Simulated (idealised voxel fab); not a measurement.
process module | voxel self aligned contacts
cross-section cut | 145 nm wide | cells 5 nm
A cross-section is a grid of square cells, given in bands from the top down. A band is one or more rows of cells.
Each band's line starts with the height of the band's top and of its bottom, in nm. Then come its materials from left to right, each with its width in nm. One material with "throughout" fills the band from edge to edge. "air" is empty space.
Height 0 is the level under which the wafer as received is all one material. The lowest band goes on downwards, as in "0 down".
A width such as "30 to 40" changes by the same amount from each row of cells to the next, from the band's top row to its bottom row.
"no change" after a step means that no cell of the cross-section changed.
closed voids: empty space of 8 cells or more with no open way to the top, each as width x height at its distance from the left edge, in nm
after a step's settings: what the simulator itself notes on the step
overlay nm, on a step with a mask: how far to the right of its planned place the mask lay; to the left if negative
plan
1 op RECEIVE | material Si
2 op OXIDIZE | depth nm 5
3 op DIRECTIONAL_DEP | material polySi | thk nm 30
4 op DIRECTIONAL_DEP | material SiN | thk nm 20
5 op PATTERN | tone cover | mask id GATE | material resist | width nm 30 | pitch nm 75 | thk nm 15 | overlay nm -5
6 op DIRECTIONAL_ETCH | etch materials SiN | depth nm 20
7 op DIRECTIONAL_ETCH | etch materials polySi | depth nm 30
8 op STRIP | etch materials resist
9 op CONFORMAL_DEP | material SiN | thk nm 10
10 op DIRECTIONAL_ETCH | etch materials SiN | depth nm 10
11 op FILL_DEP | material SiO2 | thk nm 15
12 op CMP | height nm 55
13 op MASKED_ETCH | tone open | mask id CONTACT | width nm 55 | etch materials SiO2 | depth nm 60 | overlay nm 0
14 op CONFORMAL_DEP | material TiN | thk nm 5
15 op FILL_DEP | material Ru | thk nm 10
16 op CMP | height nm 55
17 op CONFORMAL_DEP | material SiN | thk nm 5
varied across the wafers: overlay nm of step 5. The plan shows the first wafer's value. All wafers start alike
first wafer as received, after step 1
  0 down: Si throughout
  closed voids: none
each wafer at the end: cells of each material gained (+) or lost (-) since it was received, then its closed voids
overlay nm -5 | +33 Ru | -29 Si | +157 SiN | +82 SiO2 | +33 TiN | +72 polySi | closed voids: none
overlay nm 0 | +33 Ru | -29 Si | +157 SiN | +82 SiO2 | +33 TiN | +72 polySi | closed voids: none
overlay nm 5 | +33 Ru | -29 Si | +157 SiN | +82 SiO2 | +33 TiN | +72 polySi | closed voids: none
